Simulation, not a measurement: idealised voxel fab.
The document below concerns the process module designated voxel wiring stack.
140 nm wide, 5 nm square cells: that's cross-section cut.
If you're reading a cross-section in this doc, picture square cells in a grid; it comes to you as bands, top ones listed first down to the bottom, and a band can be one or more rows of cells. Top height, bottom height, nm. Materials left to right, width each, nm. Single material + "edge to edge" = fills band edge to edge. "empty" = empty. Below 0: as-received wafer, all one material; heights counted from there. Lowest band: no bottom, goes on down, written "0..down". Quick explanation for "30 to 40": the width changes in equal steps down the rows of cells, from the first number in the band's top row to the second number in its bottom row. A step reported as "nothing was modified" is a step in which no cell of the cross-section changed. Closed-off voids of 8+ cells (no open route to the top) go in "closed voids", written width x height at distance from the left edge, in nm. Whatever follows a step's settings on its line is a remark the simulator itself makes about that step. For masked steps, "overlay nm" on the step line gives how far right of plan the mask actually lay; a minus sign means it lay to the left.
Steps planned for the process:
1) op RECEIVE | material Si
2) op CONFORMAL_DEP | material SiO2 | thk nm 10
3) op DIRECTIONAL_DEP | material TiN | thk nm 5
4) op DIRECTIONAL_DEP | material W | thk nm 25
5) op MASKED_ETCH | tone cover | mask id METAL_1 | width nm 25 | pitch nm 45 | etch materials W | depth nm 25 | overlay nm 0
6) op MASKED_ETCH | tone cover | mask id METAL_1 | width nm 25 | pitch nm 45 | etch materials TiN | depth nm 5 | overlay nm 0
7) op FILL_DEP | material SiO2 | thk nm 5
8) op CMP | height nm 40
9) op CONFORMAL_DEP | material SiCN | thk nm 5
10) op DIRECTIONAL_DEP | material SiO2 | thk nm 30
11) op PATTERN | tone open | mask id METAL_2_HOLES | material resist | width nm 15 | pitch nm 45 | thk nm 20 | overlay nm 0
12) op DIRECTIONAL_ETCH | etch materials SiO2 | depth nm 30
13) op STRIP | etch materials resist
14) op MASKED_ETCH | tone open | mask id METAL_2 | width nm 25 | pitch nm 45 | etch materials SiO2 | depth nm 20 | overlay nm 0
15) op MASKED_ETCH | tone open | mask id METAL_2 | width nm 25 | pitch nm 45 | etch materials SiCN | depth nm 5 | overlay nm 0
16) op CONFORMAL_DEP | material TiN | thk nm 5
17) op FILL_DEP | material Cu | thk nm 10
18) op CMP | height nm 75
19) op CONFORMAL_DEP | material SiCN | thk nm 5
20) op DIRECTIONAL_DEP | material lowk | thk nm 10
21) op MASKED_ETCH | tone open | mask id PLUG_2 | width nm 15 | pitch nm 45 | etch materials lowk | depth nm 10 | overlay nm 0
22) op MASKED_ETCH | tone open | mask id PLUG_2 | width nm 15 | pitch nm 45 | etch materials SiCN | depth nm 5 | overlay nm 0
23) op EPI | material Ru | thk nm 10
24) op EPI | material Ru | thk nm 5
25) op DIRECTIONAL_DEP | material TiN | thk nm 5
26) op DIRECTIONAL_DEP | material W | thk nm 15
27) op DIRECTIONAL_DEP | material aC | thk nm 15
28) op PATTERN | tone cover | mask id METAL_3 | material resist | width nm 25 | pitch nm 45 | thk nm 30 | overlay nm 0
29) op DIRECTIONAL_ETCH | etch materials aC | depth nm 15
30) op STRIP | etch materials resist
31) op DIRECTIONAL_ETCH | etch materials W | depth nm 15
32) op DIRECTIONAL_ETCH | etch materials TiN | depth nm 5
33) op STRIP | etch materials aC
34) op CONFORMAL_DEP | material SiN | thk nm 5
35) op FILL_DEP | material SiO2 | thk nm 5
36) op CMP | height nm 110
37) op CONFORMAL_DEP | material SiCN | thk nm 5
Cross-section of the wafer as it came to us, i.e., already through step 1:
	0..down = Si edge to edge
	closed voids: none
The following cross-section depicts the wafer upon conclusion of the module. Processing commenced from the starting condition illustrated above and adhered to the plan illustrated above, save for one mistake in execution:
	115..110 = SiCN edge to edge
	110..95 = SiO2 30; SiN 5; W 25; SiN 5; SiO2 10; SiN 5; W 25; SiN 5; SiO2 30
	95..90 = SiN 35; TiN 25; SiN 20; TiN 25; SiN 35
	90..80 = lowk 35; Ru 15; lowk 30; Ru 15; lowk 45
	80..75 = SiCN 35; Ru 15; SiCN 30; Ru 15; SiCN 45
	75..60 = SiO2 35; TiN 5; Cu 5; TiN 5; SiO2 30; TiN 5; Cu 5; TiN 5; SiO2 45
	60..55 = SiO2 35; TiN 15; SiO2 30; TiN 15; SiO2 45
	55..45 = SiO2 edge to edge
	45..40 = SiCN edge to edge
	40..15 = SiO2 35; W 25; SiO2 20; W 25; SiO2 35
	15..10 = SiO2 35; TiN 25; SiO2 20; TiN 25; SiO2 35
	10..0 = SiO2 edge to edge
	0..down = Si edge to edge
	closed voids: none
What was done differently from what was planned? it should be noted that step 10 of the plan was executed twice
